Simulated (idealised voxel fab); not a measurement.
process module | voxel self aligned contacts
cross-section cut | 300 nm wide | cells 5 nm
A cross-section is a grid of square cells, given in bands from the top down. A band is one or more rows of cells.
Each band's line starts with the height of the band's top and of its bottom, in nm. Then come its materials from left to right, each with its width in nm. One material with "throughout" fills the band from edge to edge. "air" is empty space.
Height 0 is the level under which the wafer as received is all one material. The lowest band goes on downwards, as in "0 down".
A width such as "30 to 40" changes by the same amount from each row of cells to the next, from the band's top row to its bottom row.
"no change" after a step means that no cell of the cross-section changed.
closed voids: empty space of 8 cells or more with no open way to the top, each as width x height at its distance from the left edge, in nm
after a step's settings: what the simulator itself notes on the step
overlay nm, on a step with a mask: how far to the right of its planned place the mask lay; to the left if negative
plan
1 op RECEIVE | material Si
2 op OXIDIZE | depth nm 5
3 op DIRECTIONAL_DEP | material polySi | thk nm 30
4 op DIRECTIONAL_DEP | material SiN | thk nm 20
5 op PATTERN | tone cover | mask id GATE | material resist | width nm 25 | pitch nm 60 | thk nm 20 | overlay nm 0
6 op DIRECTIONAL_ETCH | etch materials SiN | depth nm 20
7 op DIRECTIONAL_ETCH | etch materials polySi | depth nm 30
8 op STRIP | etch materials resist
9 op CONFORMAL_DEP | material SiN | thk nm 10
10 op DIRECTIONAL_ETCH | etch materials SiN | depth nm 10
11 op FILL_DEP | material SiO2 | thk nm 15
12 op CMP | height nm 55
13 op DIRECTIONAL_DEP | material aC | thk nm 15
14 op PATTERN | tone open | mask id CONTACT | material resist | width nm 45 | pitch nm 60 | thk nm 30 | overlay nm -15
15 op DIRECTIONAL_ETCH | etch materials aC | depth nm 15
16 op STRIP | etch materials resist
17 op DIRECTIONAL_ETCH | etch materials SiO2 | depth nm 60
18 op STRIP | etch materials aC
19 op CONFORMAL_DEP | material TiN | thk nm 5
20 op FILL_DEP | material W | thk nm 5
21 op CMP | height nm 55
22 op CONFORMAL_DEP | material SiCN | thk nm 5
varied across the wafers: overlay nm of step 14. The plan shows the first wafer's value. All wafers start alike
first wafer as received, after step 1
  0 down: Si throughout
  closed voids: none
each wafer at the end: cells of each material gained (+) or lost (-) since it was received, then its closed voids
overlay nm -15 | -60 Si | +60 SiCN | +180 SiN | +366 SiO2 | +62 TiN | +22 W | +90 polySi | closed voids: none
overlay nm -10 | -60 Si | +60 SiCN | +180 SiN | +366 SiO2 | +62 TiN | +22 W | +90 polySi | closed voids: none
overlay nm -5 | -60 Si | +60 SiCN | +180 SiN | +366 SiO2 | +62 TiN | +22 W | +90 polySi | closed voids: none
overlay nm 0 | -60 Si | +60 SiCN | +180 SiN | +366 SiO2 | +62 TiN | +22 W | +90 polySi | closed voids: none
overlay nm 5 | -60 Si | +60 SiCN | +180 SiN | +366 SiO2 | +62 TiN | +22 W | +90 polySi | closed voids: none
overlay nm 10 | -60 Si | +60 SiCN | +180 SiN | +366 SiO2 | +62 TiN | +22 W | +90 polySi | closed voids: none
overlay nm 15 | -60 Si | +60 SiCN | +180 SiN | +366 SiO2 | +62 TiN | +22 W | +90 polySi | closed voids: none
